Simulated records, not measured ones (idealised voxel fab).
Process module heading - voxel capacitor over wiring
Pictured: cross-section cut, 215 nm wide, on a grid of 5 nm square cells.
Cross-section = grid of square cells, listed top down in bands; band = one or more rows. The entry gives the band's vertical extent as a top height and a bottom height in nm, then its horizontal make-up as materials from left to right, each with a width in nm. "empty" stands for empty space; a single material marked "full width" fills the band edge to edge. Beneath 0, the wafer as received is one material, and that level is where height counting begins. The lowest band goes on downward without a bottom; it is written like "0 nm and below". Read "30 to 40" as a graded width: first number on top, second number at the bottom, same change between each pair of neighbouring rows. When a step is marked "no modification", none of the cells in the cross-section changed during that step. Entry "Sealed void list" = empty spaces >= 8 cells with no open way to the top; each as width x height at distance, distance from left edge, all nm. Formally, on a step line, whatever follows the settings is a remark that the simulator itself makes on the step. When a step includes a mask, the "overlay nm" setting on its line states how far to the right of its planned place that mask lay, and negative values state how far to the left.
**Steps planned for the process**
1: RECEIVE | material Si
2: CONFORMAL_DEP | material SiO2 | thk nm 15
3: DIRECTIONAL_DEP | material TiN | thk nm 5
4: DIRECTIONAL_DEP | material Ru | thk nm 25
5: PATTERN | tone cover | mask id METAL_1 | material resist | width nm 20 | pitch nm 80 | thk nm 15 | overlay nm 0
6: DIRECTIONAL_ETCH | etch materials Ru | depth nm 25
7: DIRECTIONAL_ETCH | etch materials TiN | depth nm 5
8: STRIP | etch materials resist
9: FILL_DEP | material SiO2 | thk nm 5
10: CMP | height nm 45
11: CONFORMAL_DEP | material SiCN | thk nm 5
12: DIRECTIONAL_DEP | material SiO2 | thk nm 10
13: PATTERN | tone open | mask id PLUG_1 | material resist | width nm 15 | thk nm 15 | overlay nm 0
14: DIRECTIONAL_ETCH | etch materials SiO2 | depth nm 10
15: DIRECTIONAL_ETCH | etch materials SiCN | depth nm 5
16: STRIP | etch materials resist
17: EPI | material Ru | thk nm 10
18: EPI | material Ru | thk nm 5
19: DIRECTIONAL_DEP | material TiN | thk nm 10
20: DIRECTIONAL_DEP | material Al2O3 | thk nm 5
21: DIRECTIONAL_DEP | material TiN | thk nm 5
22: DIRECTIONAL_DEP | material aC | thk nm 15
23: PATTERN | tone cover | mask id UPPER_PLATE | material resist | width nm 65 | thk nm 30 | overlay nm 0
24: DIRECTIONAL_ETCH | etch materials aC | depth nm 15
25: STRIP | etch materials resist
26: DIRECTIONAL_ETCH | etch materials TiN | depth nm 5
27: DIRECTIONAL_ETCH | etch materials Al2O3 | depth nm 5
28: STRIP | etch materials aC
29: PATTERN | tone cover | mask id LOWER_PLATE | material resist | width nm 75 | thk nm 20 | overlay nm 0
30: DIRECTIONAL_ETCH | etch materials TiN | depth nm 10
31: STRIP | etch materials resist
32: FILL_DEP | material SiO2 | thk nm 15
33: CMP | height nm 90
34: PATTERN | tone open | mask id PLUG_2 | material resist | width nm 15 | thk nm 15 | overlay nm 0
35: DIRECTIONAL_ETCH | etch materials SiO2 | depth nm 10
36: STRIP | etch materials resist
37: CONFORMAL_DEP | material TiN | thk nm 5
38: FILL_DEP | material W | thk nm 10
39: CMP | height nm 90
40: CONFORMAL_DEP | material SiCN | thk nm 5
**The first of a set of two wafers, run to plan**
**Cross-section of the incoming wafer, state after step 1**
0 nm and below | Si full width
Sealed void list: none
**How the wafer stands in section after step 2**
15 nm to 0 nm | SiO2 full width
Below a height of 0, the structure has not been altered.
**How the wafer stands in section after step 3**
20 nm to 15 nm | TiN full width
Below a height of 15, the structure has not been altered.
**How the wafer stands in section after step 4**
45 nm to 20 nm | Ru full width
Below a height of 20, the structure has not been altered.
**How the wafer stands in section after step 5**
60 nm to 45 nm | 55 of empty  20 of resist  60 of empty  20 of resist  60 of empty
Below a height of 45, the structure has not been altered.
**How the wafer stands in section after step 6**
60 nm to 45 nm | 55 of empty  20 of resist  60 of empty  20 of resist  60 of empty
45 nm to 20 nm | 55 of empty  20 of Ru  60 of empty  20 of Ru  60 of empty
Below a height of 20, the structure has not been altered.
**How the wafer stands in section after step 7**
60 nm to 45 nm | 55 of empty  20 of resist  60 of empty  20 of resist  60 of empty
45 nm to 20 nm | 55 of empty  20 of Ru  60 of empty  20 of Ru  60 of empty
20 nm to 15 nm | 55 of empty  20 of TiN  60 of empty  20 of TiN  60 of empty
Below a height of 15, the structure has not been altered.
**How the wafer stands in section after step 8**
45 nm to 20 nm | 55 of empty  20 of Ru  60 of empty  20 of Ru  60 of empty
Below a height of 20, the structure has not been altered.
**How the wafer stands in section after step 9**
50 nm to 45 nm | SiO2 full width
45 nm to 20 nm | 55 of SiO2  20 of Ru  60 of SiO2  20 of Ru  60 of SiO2
20 nm to 15 nm | 55 of SiO2  20 of TiN  60 of SiO2  20 of TiN  60 of SiO2
Below a height of 15, the structure has not been altered.
**How the wafer stands in section after step 10**
45 nm to 20 nm | 55 of SiO2  20 of Ru  60 of SiO2  20 of Ru  60 of SiO2
Below a height of 20, the structure has not been altered.
**How the wafer stands in section after step 11**
50 nm to 45 nm | SiCN full width
Below a height of 45, the structure has not been altered.
**How the wafer stands in section after step 12**
60 nm to 50 nm | SiO2 full width
Below a height of 50, the structure has not been altered.
**How the wafer stands in section after step 13**
75 nm to 60 nm | 60 of resist  15 of empty  140 of resist
Below a height of 60, the structure has not been altered.
**How the wafer stands in section after step 14**
75 nm to 60 nm | 60 of resist  15 of empty  140 of resist
60 nm to 50 nm | 60 of SiO2  15 of empty  140 of SiO2
Below a height of 50, the structure has not been altered.
**How the wafer stands in section after step 15**
75 nm to 60 nm | 60 of resist  15 of empty  140 of resist
60 nm to 50 nm | 60 of SiO2  15 of empty  140 of SiO2
50 nm to 45 nm | 60 of SiCN  15 of empty  140 of SiCN
Below a height of 45, the structure has not been altered.
**How the wafer stands in section after step 16**
60 nm to 50 nm | 60 of SiO2  15 of empty  140 of SiO2
Below a height of 50, the structure has not been altered.
**How the wafer stands in section after step 17**
60 nm to 55 nm | 60 of SiO2  15 of empty  140 of SiO2
55 nm to 50 nm | 60 of SiO2  15 of Ru  140 of SiO2
50 nm to 45 nm | 60 of SiCN  15 of Ru  140 of SiCN
Below a height of 45, the structure has not been altered.
**How the wafer stands in section after step 18**
60 nm to 50 nm | 60 of SiO2  15 of Ru  140 of SiO2
Below a height of 50, the structure has not been altered.
**How the wafer stands in section after step 19**
70 nm to 60 nm | TiN full width
Below a height of 60, the structure has not been altered.
**How the wafer stands in section after step 20**
75 nm to 70 nm | Al2O3 full width
Below a height of 70, the structure has not been altered.
**How the wafer stands in section after step 21**
80 nm to 75 nm | TiN full width
Below a height of 75, the structure has not been altered.
**How the wafer stands in section after step 22**
95 nm to 80 nm | aC full width
Below a height of 80, the structure has not been altered.
**How the wafer stands in section after step 23**
125 nm to 95 nm | 60 of empty  65 of resist  90 of empty
Below a height of 95, the structure has not been altered.
**How the wafer stands in section after step 24**
110 nm to 95 nm | 60 of empty  65 of resist  90 of empty
95 nm to 80 nm | 60 of empty  65 of aC  90 of empty
Below a height of 80, the structure has not been altered.
**How the wafer stands in section after step 25**
95 nm to 80 nm | 60 of empty  65 of aC  90 of empty
Below a height of 80, the structure has not been altered.
**How the wafer stands in section after step 26**
95 nm to 80 nm | 60 of empty  65 of aC  90 of empty
80 nm to 75 nm | 60 of empty  65 of TiN  90 of empty
Below a height of 75, the structure has not been altered.
**How the wafer stands in section after step 27**
95 nm to 80 nm | 60 of empty  65 of aC  90 of empty
80 nm to 75 nm | 60 of empty  65 of TiN  90 of empty
75 nm to 70 nm | 60 of empty  65 of Al2O3  90 of empty
Below a height of 70, the structure has not been altered.
**How the wafer stands in section after step 28**
80 nm to 75 nm | 60 of empty  65 of TiN  90 of empty
Below a height of 75, the structure has not been altered.
**How the wafer stands in section after step 29**
100 nm to 80 nm | 55 of empty  75 of resist  85 of empty
80 nm to 75 nm | 55 of empty  5 of resist  65 of TiN  5 of resist  85 of empty
75 nm to 70 nm | 55 of empty  5 of resist  65 of Al2O3  5 of resist  85 of empty
Below a height of 70, the structure has not been altered.
**How the wafer stands in section after step 30**
100 nm to 80 nm | 55 of empty  75 of resist  85 of empty
80 nm to 75 nm | 55 of empty  5 of resist  65 of TiN  5 of resist  85 of empty
75 nm to 70 nm | 55 of empty  5 of resist  65 of Al2O3  5 of resist  85 of empty
70 nm to 60 nm | 55 of empty  75 of TiN  85 of empty
Below a height of 60, the structure has not been altered.
**How the wafer stands in section after step 31**
80 nm to 75 nm | 60 of empty  65 of TiN  90 of empty
75 nm to 70 nm | 60 of empty  65 of Al2O3  90 of empty
Below a height of 70, the structure has not been altered.
**How the wafer stands in section after step 32**
95 nm to 80 nm | SiO2 full width
80 nm to 75 nm | 60 of SiO2  65 of TiN  90 of SiO2
75 nm to 70 nm | 60 of SiO2  65 of Al2O3  90 of SiO2
70 nm to 60 nm | 55 of SiO2  75 of TiN  85 of SiO2
Below a height of 60, the structure has not been altered.
**How the wafer stands in section after step 33**
90 nm to 80 nm | SiO2 full width
Below a height of 80, the structure has not been altered.
**How the wafer stands in section after step 34**
105 nm to 90 nm | 70 of resist  15 of empty  130 of resist
Below a height of 90, the structure has not been altered.
**How the wafer stands in section after step 35**
105 nm to 90 nm | 70 of resist  15 of empty  130 of resist
90 nm to 80 nm | 70 of SiO2  15 of empty  130 of SiO2
Below a height of 80, the structure has not been altered.
**How the wafer stands in section after step 36**
90 nm to 80 nm | 70 of SiO2  15 of empty  130 of SiO2
Below a height of 80, the structure has not been altered.
**How the wafer stands in section after step 37**
95 nm to 90 nm | 75 of TiN  5 of empty  135 of TiN
90 nm to 85 nm | 70 of SiO2  5 of TiN  5 of empty  5 of TiN  130 of SiO2
85 nm to 75 nm | 70 to 60 of SiO2  15 to 65 of TiN  130 to 90 of SiO2
Below a height of 75, the structure has not been altered.
**How the wafer stands in section after step 38**
105 nm to 95 nm | W full width
95 nm to 90 nm | 75 of TiN  5 of W  135 of TiN
90 nm to 85 nm | 70 of SiO2  5 of TiN  5 of W  5 of TiN  130 of SiO2
Below a height of 85, the structure has not been altered.
**How the wafer stands in section after step 39**
90 nm to 85 nm | 70 of SiO2  5 of TiN  5 of W  5 of TiN  130 of SiO2
Below a height of 85, the structure has not been altered.
**How the wafer stands in section after step 40**
95 nm to 90 nm | SiCN full width
Below a height of 90, the structure has not been altered.
**Wafer two of two - same starting point, same process plan, one mistake in execution; matches wafer one up to and including step 38**
**Second wafer cross-section, taken as of the time the plan sets for step 39 to be done**
80 nm to 75 nm | 60 of SiO2  65 of TiN  90 of SiO2
Below a height of 75, the structure has not been altered.
**Second wafer cross-section, taken as of the time the plan sets for step 40 to be done**
85 nm to 80 nm | SiCN full width
Below a height of 80, the structure has not been altered.
Finding, execution versus plan: step 39 deviated from plan and actually ran as CMP | height nm 80
The closing comparison, in cells, has the second wafer with more or fewer of some materials than the first: -80 SiO2, -5 TiN, -1 W
